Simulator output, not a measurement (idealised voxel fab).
Title: Process Module voxel released beams
For reference, the cross-section in this document is cut, with width 210 nm and square cells of 5 nm.
Cross-section layout: square cells on a grid; listed as bands, top to bottom; a band spans one or more cell rows.
In this notation a band is specified by the heights of its top and bottom, in that order and in nm, after which its materials appear from left to right, each paired with its width in nm. The word "all across" attached to a single material means that material fills the band from edge to edge; the word "air" stands for empty space.
Counting heights begins at 0, where everything beneath is, in the wafer as received, one material. The lowest band has no bottom; it goes on downwards, as "0 down" shows.
When a width is written as two numbers, as in "30 to 40", the first number is the width in the top row of cells of the band and the second is the width in its bottom row, and the width changes by the same amount from each row to the next.
"remains unaltered" -> step changed no cross-section cell.
The entry "Voids lacking openings" lists the empty spaces that cover at least 8 cells and have no open path to the top. Each is written as width x height at distance, where the distance is measured from the left edge and all three values are in nm.
Formally, on a step line, whatever follows the settings is a remark that the simulator itself makes on the step.
overlay nm: where the mask lay relative to plan, measured to the right, on steps with a mask; negatives go left.
## Planned step list for the process
1) RECEIVE (material Si)
2) CONFORMAL_DEP (material Al2O3; thk nm 5)
3) DIRECTIONAL_DEP (material SiO2; thk nm 20)
4) DIRECTIONAL_DEP (material aC; thk nm 10)
5) PATTERN (tone open; mask id ANCHOR; material resist; width nm 35; thk nm 25; overlay nm 0)
6) DIRECTIONAL_ETCH (etch materials aC; depth nm 10)
7) STRIP (etch materials resist)
8) DIRECTIONAL_ETCH (etch materials SiO2; depth nm 20)
9) STRIP (etch materials aC)
10) CONFORMAL_DEP (material W; thk nm 5)
11) MASKED_ETCH (tone cover; mask id BEAM; width nm 80; etch materials W; depth nm 10; overlay nm 0)
12) STRIP (etch materials SiO2)
For clarity, it should be stated that the wafers under discussion commence in an identical condition and differ with respect to the thk nm of step 10, the plan indicating the value that the first wafer had.
## As-received state after step 1, first of several wafers, cross-section
    0 down = Si all across
    Voids lacking openings: none
## Cross-section of the first of several wafers once the module has run through its last step, step 12
    30 to 25 = air 60, W 10, air 25, W 45, air 70
    25 to 10 = air 65, W 5, air 25, W 5, air 110
    10 to 5 = air 65, W 35, air 110
    5 to 0 = Al2O3 all across
    0 down = Si all across
    Voids lacking openings: none
## Cross-section of the last wafer at end of module
    50 to 40 = air 60, W 80, air 70
    40 to 25 = W all across
    25 to 5 = SiO2 65, W 35, SiO2 110
    5 to 0 = Al2O3 all across
    0 down = Si all across
    Voids lacking openings: none
## Every row in this table is a wafer at the end of the module, and it gives, for each of the materials, the cells that wafer has gained (+) or lost (-) since it was received, then its closed voids
thk nm 5 | +42 Al2O3 | +24 W | Voids lacking openings: none
thk nm 10 | +42 Al2O3 | +48 W | Voids lacking openings: none
thk nm 15 | +42 Al2O3 | +140 SiO2 | +98 W | Voids lacking openings: none
thk nm 20 | +42 Al2O3 | +140 SiO2 | +144 W | Voids lacking openings: none
thk nm 25 | +42 Al2O3 | +140 SiO2 | +186 W | Voids lacking openings: none
